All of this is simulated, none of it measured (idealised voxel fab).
process module | voxel local oxidation
cross-section cut | 240 nm wide | cells 5 nm
A cross-section is a grid of square cells, given in bands from the top down. A band is one or more rows of cells.
Each band's line starts with the height of the band's top and of its bottom, in nm. Then come its materials from left to right, each with its width in nm. One material with "throughout" fills the band from edge to edge. "air" is empty space.
Height 0 is the level under which the wafer as received is all one material. The lowest band goes on downwards, as in "0 down".
A width such as "30 to 40" changes by the same amount from each row of cells to the next, from the band's top row to its bottom row.
"no change" after a step means that no cell of the cross-section changed.
closed voids: empty space of 8 cells or more with no open way to the top, each as width x height at its distance from the left edge, in nm
after a step's settings: what the simulator itself notes on the step
overlay nm, on a step with a mask: how far to the right of its planned place the mask lay; to the left if negative
plan
1 op RECEIVE | material Si
2 op CONFORMAL_DEP | material SiO2 | thk nm 5
3 op CONFORMAL_DEP | material SiN | thk nm 10
4 op DIRECTIONAL_DEP | material aC | thk nm 15
5 op PATTERN | tone cover | mask id ACTIVE | material resist | width nm 115 | thk nm 30 | overlay nm 0
6 op DIRECTIONAL_ETCH | etch materials aC | depth nm 15
7 op STRIP | etch materials resist
8 op DIRECTIONAL_ETCH | etch materials SiN | depth nm 10
9 op STRIP | etch materials aC
10 op SELECTIVE_ETCH | etch materials SiO2 | depth nm 5
11 op OXIDIZE | depth nm 10
12 op STRIP | etch materials SiN
first wafer, as planned
as received, after step 1
  0 down: Si throughout
  closed voids: none
after step 2
  5 to 0: SiO2 throughout
  below 0: unchanged
after step 3
  15 to 5: SiN throughout
  below 5: unchanged
after step 4
  30 to 15: aC throughout
  below 15: unchanged
after step 5
  60 to 30: air 60 | resist 115 | air 65
  below 30: unchanged
after step 6
  45 to 30: air 60 | resist 115 | air 65
  30 to 15: air 60 | aC 115 | air 65
  below 15: unchanged
after step 7
  30 to 15: air 60 | aC 115 | air 65
  below 15: unchanged
after step 8
  30 to 15: air 60 | aC 115 | air 65
  15 to 5: air 60 | SiN 115 | air 65
  below 5: unchanged
after step 9
  15 to 5: air 60 | SiN 115 | air 65
  below 5: unchanged
after step 10
  15 to 5: air 60 | SiN 115 | air 65
  5 to 0: air 65 | SiO2 105 | air 70
  below 0: unchanged
after step 11
  15 to 5: air 60 | SiN 115 | air 65
  5 to 0: air 65 | SiO2 105 | air 70
  0 to -10: SiO2 75 | Si 85 | SiO2 80
  below -10: unchanged
after step 12
  5 to 0: air 65 | SiO2 105 | air 70
  below 0: unchanged
second wafer: like start, like plan, one mistake. Through step 4 it matches the first wafer
when step 5 should have ended
  60 to 30: air 50 | resist 115 | air 75
  below 30: unchanged
when step 6 should have ended
  45 to 30: air 50 | resist 115 | air 75
  30 to 15: air 50 | aC 115 | air 75
  below 15: unchanged
when step 7 should have ended
  30 to 15: air 50 | aC 115 | air 75
  below 15: unchanged
when step 8 should have ended
  30 to 15: air 50 | aC 115 | air 75
  15 to 5: air 50 | SiN 115 | air 75
  below 5: unchanged
when step 9 should have ended
  15 to 5: air 50 | SiN 115 | air 75
  below 5: unchanged
when step 10 should have ended
  15 to 5: air 50 | SiN 115 | air 75
  5 to 0: air 55 | SiO2 105 | air 80
  below 0: unchanged
when step 11 should have ended
  15 to 5: air 50 | SiN 115 | air 75
  5 to 0: air 55 | SiO2 105 | air 80
  0 to -10: SiO2 65 | Si 85 | SiO2 90
  below -10: unchanged
when step 12 should have ended
  5 to 0: air 55 | SiO2 105 | air 80
  below 0: unchanged
what went wrong: step 5 ran as: op PATTERN | tone cover | mask id ACTIVE | material resist | width nm 115 | thk nm 30 | overlay nm -10
at the end the second wafer has, in cells: as many of each material as the first, in other places
